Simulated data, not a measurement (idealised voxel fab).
Proc. module: voxel gate over fins
Shown is cross-section cut, with a width of 235 nm and square cells of size 5 nm.
Format of a cross-section: grid, square cells. Given as bands. Order: top down. Band: one or more rows of cells.
Band entry format. Leading values: height of top, height of bottom, nm. Remainder: materials in left-to-right order, each with its width in nm. Special words: "everywhere" on a single material, which then fills the band edge to edge; "air", empty space.
Height datum 0, below which the as-received substrate wafer is one material. Lowest band open at the bottom, running downward: "top 0, no bottom".
Think of "30->40" as a width that walks from the first number to the second as you go down the band, top row to bottom row, taking equal-sized steps from row to row.
Reading "everything unchanged" for a step: not a cell of the cross-section changed in it.
So "Sealed internal cavities" is basically the list of trapped voids: any empty space of 8 cells or more that can't reach the top through an opening. They're written width x height at distance, the distance being from the left edge, and it's all nm.
Note: text after step settings on the step line = simulator remark on that step.
"overlay nm" denotes, for a step that has a mask, the displacement of the mask to the right of its planned place, with negative values corresponding to the left.

## Process steps (planned)
1. RECEIVE [material Si]
2. CONFORMAL_DEP [material SiN] [thk nm 5]
3. PATTERN [tone cover] [mask id FINS] [material resist] [width nm 15] [pitch nm 35] [thk nm 15] [overlay nm 0]
4. DIRECTIONAL_ETCH [etch materials SiN] [depth nm 5]
5. DIRECTIONAL_ETCH [etch materials Si] [depth nm 35]
6. STRIP [etch materials resist]
7. FILL_DEP [material SiO2] [thk nm 5]
8. CMP [height nm 5]
9. SELECTIVE_ETCH [etch materials SiO2] [depth nm 15]
10. STRIP [etch materials SiN]
11. CONFORMAL_DEP [material HfO2] [thk nm 5]
12. CONFORMAL_DEP [material TiN] [thk nm 5]
13. FILL_DEP [material W] [thk nm 10]
14. CMP [height nm 15]
15. CONFORMAL_DEP [material SiN] [thk nm 5]

## Incoming wafer in cross-section (state: after step 1)
top 0, no bottom: Si everywhere
Sealed internal cavities: none

## Module complete - cross-section of the first of two wafers, run according to plan
top 20, bottom 15: SiN everywhere
top 15, bottom 10: W everywhere
top 10, bottom 5: W 65 nm, TiN 105 nm, W 65 nm
top 5, bottom 0: W 65 nm, TiN 5 nm, HfO2 25 nm, TiN 10 nm, HfO2 25 nm, TiN 10 nm, HfO2 25 nm, TiN 5 nm, W 65 nm
top 0, bottom -5: TiN 70 nm, HfO2 5 nm, Si 15 nm, HfO2 5 nm, TiN 10 nm, HfO2 5 nm, Si 15 nm, HfO2 5 nm, TiN 10 nm, HfO2 5 nm, Si 15 nm, HfO2 5 nm, TiN 70 nm
top -5, bottom -10: HfO2 75 nm, Si 15 nm, HfO2 20 nm, Si 15 nm, HfO2 20 nm, Si 15 nm, HfO2 75 nm
top -10, bottom -35: SiO2 75 nm, Si 15 nm, SiO2 20 nm, Si 15 nm, SiO2 20 nm, Si 15 nm, SiO2 75 nm
top -35, no bottom: Si everywhere
Sealed internal cavities: none

## Here's the second of our two wafers sectioned at module end. Same start as the first, same plan, but one mistake got made running it
top 20, bottom 15: SiN everywhere
top 15, bottom 10: W everywhere
top 10, bottom 5: W 65 nm, TiN 105 nm, W 65 nm
top 5, bottom 0: W 65 nm, TiN 5 nm, HfO2 25 nm, TiN 10 nm, HfO2 25 nm, TiN 10 nm, HfO2 25 nm, TiN 5 nm, W 65 nm
top 0, bottom -15: W 65 nm, TiN 5 nm, HfO2 5 nm, Si 15 nm, HfO2 5 nm, TiN 10 nm, HfO2 5 nm, Si 15 nm, HfO2 5 nm, TiN 10 nm, HfO2 5 nm, Si 15 nm, HfO2 5 nm, TiN 5 nm, W 65 nm
top -15, bottom -20: TiN 70 nm, HfO2 5 nm, Si 15 nm, HfO2 5 nm, TiN 10 nm, HfO2 5 nm, Si 15 nm, HfO2 5 nm, TiN 10 nm, HfO2 5 nm, Si 15 nm, HfO2 5 nm, TiN 70 nm
top -20, bottom -25: HfO2 75 nm, Si 15 nm, HfO2 20 nm, Si 15 nm, HfO2 20 nm, Si 15 nm, HfO2 75 nm
top -25, bottom -35: SiO2 75 nm, Si 15 nm, SiO2 20 nm, Si 15 nm, SiO2 20 nm, Si 15 nm, SiO2 75 nm
top -35, no bottom: Si everywhere
Sealed internal cavities: none
Want to know what went wrong? heads up, step 9 of the plan got done twice
FYI, end of process, the second wafer has more or fewer cells of some materials than the first: HfO2 +18, SiO2 -114, TiN +18, W +78
